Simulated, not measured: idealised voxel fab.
A process module follows: voxel self aligned contacts.
cross-section cut | 180 nm wide | cells 5 nm
A cross-section is a grid of square cells, given in bands from the top down. A band is one or more rows of cells. Each band's line starts with the height of the band's top and of its bottom, in nm. Then come its materials from left to right, each with its width in nm. One material with "all across" fills the band from edge to edge. "empty" is empty space. Height reference: 0 = level under which incoming wafer is all one material. Lowest band: no bottom, runs on downward, e.g. "0 -> down". It should be noted that a width expressed as "30..40" varies in equal increments from row to row of cells within the band, taking the value of the first number at the top row and that of the second number at the bottom row. Any step labelled "no change occurred" changed none of the cells in the cross-section. Closed empty spaces (no open way to the top) of 8 cells or more are what "Enclosed cavities" lists, each as width x height at distance from the left edge, nm for all three. Read whatever lies past the settings on a step's line as the simulator's own remark about the step. When a step includes a mask, the "overlay nm" setting on its line states how far to the right of its planned place that mask lay, and negative values state how far to the left.

-- Planned step list for the process
step 1: RECEIVE with material Si
step 2: CONFORMAL_DEP with material SiO2, thk nm 5
step 3: DIRECTIONAL_DEP with material polySi, thk nm 30
step 4: DIRECTIONAL_DEP with material SiN, thk nm 20
step 5: MASKED_ETCH with tone cover, mask id GATE, width nm 30, pitch nm 65, etch materials SiN, depth nm 20, overlay nm 0
step 6: MASKED_ETCH with tone cover, mask id GATE, width nm 30, pitch nm 65, etch materials polySi, depth nm 30, overlay nm 0
step 7: CONFORMAL_DEP with material SiN, thk nm 10
step 8: DIRECTIONAL_ETCH with etch materials SiN, depth nm 10
step 9: FILL_DEP with material SiO2, thk nm 15
step 10: CMP with height nm 65
step 11: PATTERN with tone open, mask id CONTACT, material resist, width nm 45, thk nm 20, overlay nm 0
step 12: DIRECTIONAL_ETCH with etch materials SiO2, depth nm 65
step 13: STRIP with etch materials resist
step 14: CONFORMAL_DEP with material TiN, thk nm 5
step 15: FILL_DEP with material Ru, thk nm 10
step 16: CMP with height nm 65
step 17: CONFORMAL_DEP with material SiN, thk nm 5

-- What follows covers the first of two wafers; it ran as planned

-- As-received state of the wafer in cross-section, equivalent to post-step 1
	0 -> down: Si all across
	Enclosed cavities: none

-- How the wafer stands in section after step 2
	5 -> 0: SiO2 all across
	Whatever lies below 0 is exactly as it was before.

-- How the wafer stands in section after step 3
	35 -> 5: polySi all across
	Whatever lies below 5 is exactly as it was before.

-- How the wafer stands in section after step 4
	55 -> 35: SiN all across
	Whatever lies below 35 is exactly as it was before.

-- How the wafer stands in section after step 5
	55 -> 35: 40 of empty, then 30 of SiN, then 35 of empty, then 30 of SiN, then 45 of empty
	Whatever lies below 35 is exactly as it was before.

-- How the wafer stands in section after step 6
	55 -> 35: 40 of empty, then 30 of SiN, then 35 of empty, then 30 of SiN, then 45 of empty
	35 -> 5: 40 of empty, then 30 of polySi, then 35 of empty, then 30 of polySi, then 45 of empty
	Whatever lies below 5 is exactly as it was before.

-- How the wafer stands in section after step 7
	65 -> 35: 30 of empty, then 50 of SiN, then 15 of empty, then 50 of SiN, then 35 of empty
	35 -> 15: 30 of empty, then 10 of SiN, then 30 of polySi, then 10 of SiN, then 15 of empty, then 10 of SiN, then 30 of polySi, then 10 of SiN, then 35 of empty
	15 -> 5: 40 of SiN, then 30 of polySi, then 35 of SiN, then 30 of polySi, then 45 of SiN
	Whatever lies below 5 is exactly as it was before.

-- How the wafer stands in section after step 8
	55 -> 35: 30 of empty, then 50 of SiN, then 15 of empty, then 50 of SiN, then 35 of empty
	35 -> 5: 30 of empty, then 10 of SiN, then 30 of polySi, then 10 of SiN, then 15 of empty, then 10 of SiN, then 30 of polySi, then 10 of SiN, then 35 of empty
	Whatever lies below 5 is exactly as it was before.

-- How the wafer stands in section after step 9
	70 -> 55: SiO2 all across
	55 -> 35: 30 of SiO2, then 50 of SiN, then 15 of SiO2, then 50 of SiN, then 35 of SiO2
	35 -> 5: 30 of SiO2, then 10 of SiN, then 30 of polySi, then 10 of SiN, then 15 of SiO2, then 10 of SiN, then 30 of polySi, then 10 of SiN, then 35 of SiO2
	Whatever lies below 5 is exactly as it was before.

-- How the wafer stands in section after step 10
	65 -> 55: SiO2 all across
	Whatever lies below 55 is exactly as it was before.

-- How the wafer stands in section after step 11
	85 -> 65: 65 of resist, then 45 of empty, then 70 of resist
	Whatever lies below 65 is exactly as it was before.

-- How the wafer stands in section after step 12
	85 -> 65: 65 of resist, then 45 of empty, then 70 of resist
	65 -> 55: 65 of SiO2, then 45 of empty, then 70 of SiO2
	55 -> 35: 30 of SiO2, then 50 of SiN, then 15 of empty, then 50 of SiN, then 35 of SiO2
	35 -> 5: 30 of SiO2, then 10 of SiN, then 30 of polySi, then 10 of SiN, then 15 of empty, then 10 of SiN, then 30 of polySi, then 10 of SiN, then 35 of SiO2
	5 -> 0: 80 of SiO2, then 15 of empty, then 85 of SiO2
	Whatever lies below 0 is exactly as it was before.

-- How the wafer stands in section after step 13
	65 -> 55: 65 of SiO2, then 45 of empty, then 70 of SiO2
	Whatever lies below 55 is exactly as it was before.

-- How the wafer stands in section after step 14
	70 -> 65: 70 of TiN, then 35 of empty, then 75 of TiN
	65 -> 55: 65 of SiO2, then 5..20 of TiN, then 35..5 of empty, then 5..20 of TiN, then 70 of SiO2
	55 -> 35: 30 of SiO2, then 50 of SiN, then 5 of TiN, then 5 of empty, then 5 of TiN, then 50 of SiN, then 35 of SiO2
	35 -> 5: 30 of SiO2, then 10 of SiN, then 30 of polySi, then 10 of SiN, then 5 of TiN, then 5 of empty, then 5 of TiN, then 10 of SiN, then 30 of polySi, then 10 of SiN, then 35 of SiO2
	5 -> 0: 80 of SiO2, then 15 of TiN, then 85 of SiO2
	Whatever lies below 0 is exactly as it was before.

-- How the wafer stands in section after step 15
	80 -> 70: Ru all across
	70 -> 65: 70 of TiN, then 35 of Ru, then 75 of TiN
	65 -> 55: 65 of SiO2, then 5..20 of TiN, then 35..5 of Ru, then 5..20 of TiN, then 70 of SiO2
	55 -> 35: 30 of SiO2, then 50 of SiN, then 5 of TiN, then 5 of Ru, then 5 of TiN, then 50 of SiN, then 35 of SiO2
	35 -> 5: 30 of SiO2, then 10 of SiN, then 30 of polySi, then 10 of SiN, then 5 of TiN, then 5 of Ru, then 5 of TiN, then 10 of SiN, then 30 of polySi, then 10 of SiN, then 35 of SiO2
	Whatever lies below 5 is exactly as it was before.

-- How the wafer stands in section after step 16
	65 -> 55: 65 of SiO2, then 5..20 of TiN, then 35..5 of Ru, then 5..20 of TiN, then 70 of SiO2
	Whatever lies below 55 is exactly as it was before.

-- How the wafer stands in section after step 17
	70 -> 65: SiN all across
	Whatever lies below 65 is exactly as it was before.

-- The second wafer: identical to the first at the outset and in its planned sequence, differing only in that one mistake was made during processing; up to and including step 10, its path is the first wafer's path

-- Cross-section: second wafer, time at which step 11 was scheduled to end
	85 -> 65: 65 of empty, then 45 of resist, then 70 of empty
	Whatever lies below 65 is exactly as it was before.

-- Cross-section: second wafer, time at which step 12 was scheduled to end
	85 -> 65: 65 of empty, then 45 of resist, then 70 of empty
	65 -> 55: 65 of empty, then 45 of SiO2, then 70 of empty
	55 -> 35: 30 of empty, then 50 of SiN, then 15 of SiO2, then 50 of SiN, then 35 of empty
	35 -> 5: 30 of empty, then 10 of SiN, then 30 of polySi, then 10 of SiN, then 15 of SiO2, then 10 of SiN, then 30 of polySi, then 10 of SiN, then 35 of empty
	5 -> 0: 30 of empty, then 115 of SiO2, then 35 of empty
	Whatever lies below 0 is exactly as it was before.

-- Cross-section: second wafer, time at which step 13 was scheduled to end
	65 -> 55: 65 of empty, then 45 of SiO2, then 70 of empty
	Whatever lies below 55 is exactly as it was before.

-- Cross-section: second wafer, time at which step 14 was scheduled to end
	70 -> 65: 60 of empty, then 55 of TiN, then 65 of empty
	65 -> 55: 60..25 of empty, then 5..40 of TiN, then 45 of SiO2, then 5..40 of TiN, then 65..30 of empty
	55 -> 35: 25 of empty, then 5 of TiN, then 50 of SiN, then 15 of SiO2, then 50 of SiN, then 5 of TiN, then 30 of empty
	35 -> 5: 25 of empty, then 5 of TiN, then 10 of SiN, then 30 of polySi, then 10 of SiN, then 15 of SiO2, then 10 of SiN, then 30 of polySi, then 10 of SiN, then 5 of TiN, then 30 of empty
	5 -> 0: 30 of TiN, then 115 of SiO2, then 35 of TiN
	Whatever lies below 0 is exactly as it was before.

-- Cross-section: second wafer, time at which step 15 was scheduled to end
	80 -> 70: Ru all across
	70 -> 65: 60 of Ru, then 55 of TiN, then 65 of Ru
	65 -> 55: 60..25 of Ru, then 5..40 of TiN, then 45 of SiO2, then 5..40 of TiN, then 65..30 of Ru
	55 -> 35: 25 of Ru, then 5 of TiN, then 50 of SiN, then 15 of SiO2, then 50 of SiN, then 5 of TiN, then 30 of Ru
	35 -> 5: 25 of Ru, then 5 of TiN, then 10 of SiN, then 30 of polySi, then 10 of SiN, then 15 of SiO2, then 10 of SiN, then 30 of polySi, then 10 of SiN, then 5 of TiN, then 30 of Ru
	Whatever lies below 5 is exactly as it was before.

-- Cross-section: second wafer, time at which step 16 was scheduled to end
	65 -> 55: 60..25 of Ru, then 5..40 of TiN, then 45 of SiO2, then 5..40 of TiN, then 65..30 of Ru
	Whatever lies below 55 is exactly as it was before.

-- Cross-section: second wafer, time at which step 17 was scheduled to end
	70 -> 65: SiN all across
	Whatever lies below 65 is exactly as it was before.
Where did the run depart from the plan? in deviation from the planned setting, step 11 was conducted as PATTERN with tone cover, mask id CONTACT, material resist, width nm 45, thk nm 20, overlay nm 0
The final cell counts differ between the wafers, with the second having more or fewer of some materials than the first: +128 Ru, -146 SiO2, +18 TiN
